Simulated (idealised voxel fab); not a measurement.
The process module that follows is named voxel capacitor over wiring.
Square cell edge 5 nm, section width 280 nm, ID cut.
Format of a cross-section: grid, square cells. Given as bands. Order: top down. Band: one or more rows of cells.
Band entry format. Leading values: height of top, height of bottom, nm. Remainder: materials in left-to-right order, each with its width in nm. Special words: "everywhere" on a single material, which then fills the band edge to edge; "air", empty space.
The reference from which all heights are counted is 0, the level beneath which the as-received wafer is entirely one material; the lowest band, having no lower bound, proceeds downward and is written after the example "0 down".
Width: "30->40" (first number = top row, second number = bottom row, same change from row to row of cells).
Reading "remained unchanged" for a step: not a cell of the cross-section changed in it.
If an empty space has no open way to the top and is at least 8 cells in size, "Non-vented voids" lists it, written width x height at distance, where distance is measured from the left edge and every value is in nm.
The remark found on a step's line after its settings is issued by the simulator itself and pertains to that step.
On any step carrying a mask, the "overlay nm" setting, if present on the step's line, tells how far right of its planned place the mask lay; negative values point to the left.

# Steps in the process plan
1. RECEIVE (material Si)
2. CONFORMAL_DEP (material SiO2; thk nm 15)
3. CONFORMAL_DEP (material SiCN; thk nm 5)
4. DIRECTIONAL_DEP (material lowk; thk nm 25)
5. PATTERN (tone open; mask id METAL_1; material resist; width nm 20; pitch nm 90; thk nm 15; overlay nm 0)
6. DIRECTIONAL_ETCH (etch materials lowk; depth nm 25)
7. DIRECTIONAL_ETCH (etch materials SiCN; depth nm 5)
8. STRIP (etch materials resist)
9. CONFORMAL_DEP (material TiN; thk nm 5)
10. FILL_DEP (material W; thk nm 5)
11. CMP (height nm 45)
12. EPI (material Ru; thk nm 5)
13. FILL_DEP (material SiCN; thk nm 5)
14. DIRECTIONAL_DEP (material SiO2; thk nm 20)
15. MASKED_ETCH (tone open; mask id PLUG_1; width nm 15; etch materials SiO2; depth nm 20; overlay nm 0)
16. MASKED_ETCH (tone open; mask id PLUG_1; width nm 15; etch materials SiCN; depth nm 5; overlay nm 0)
17. CONFORMAL_DEP (material TiN; thk nm 5)
18. FILL_DEP (material W; thk nm 10)
19. CMP (height nm 75)
20. DIRECTIONAL_DEP (material TiN; thk nm 5)
21. DIRECTIONAL_DEP (material SiN; thk nm 5)
22. DIRECTIONAL_DEP (material TiN; thk nm 5)
23. MASKED_ETCH (tone cover; mask id UPPER_PLATE; width nm 75; etch materials TiN; depth nm 5; overlay nm 0)
24. MASKED_ETCH (tone cover; mask id UPPER_PLATE; width nm 75; etch materials SiN; depth nm 5; overlay nm 0)
25. MASKED_ETCH (tone cover; mask id LOWER_PLATE; width nm 85; etch materials TiN; depth nm 5; overlay nm 0)
26. FILL_DEP (material SiO2; thk nm 20)
27. CMP (height nm 105)
28. PATTERN (tone open; mask id PLUG_2; material resist; width nm 15; thk nm 15; overlay nm 0)
29. DIRECTIONAL_ETCH (etch materials SiO2; depth nm 15)
30. STRIP (etch materials resist)
31. CONFORMAL_DEP (material TiN; thk nm 5)
32. FILL_DEP (material W; thk nm 10)
33. CMP (height nm 105)
34. CONFORMAL_DEP (material SiN; thk nm 5)
All wafers enter the flow in the same state. The width nm at step 15 differs from wafer to wafer, and the plan gives the value for the first wafer.

# Cross-section, first of several wafers, as delivered after step 1
- 0 down = Si everywhere
- Non-vented voids: none

# The rows of the table below are wafers. Looking at the end of the module, a row counts, for every material, the cells the wafer has gained, shown as (+), or lost, shown as (-), since it was received; its closed voids come next
width nm 15; +12 Ru; +145 SiCN; +71 SiN; +660 SiO2; +78 TiN; +26 W; +240 lowk; Non-vented voids: none
width nm 20; +12 Ru; +145 SiCN; +71 SiN; +656 SiO2; +79 TiN; +29 W; +240 lowk; Non-vented voids: none
width nm 25; +12 Ru; +145 SiCN; +71 SiN; +652 SiO2; +80 TiN; +32 W; +240 lowk; Non-vented voids: none
width nm 30; +12 Ru; +145 SiCN; +71 SiN; +648 SiO2; +81 TiN; +35 W; +240 lowk; Non-vented voids: none
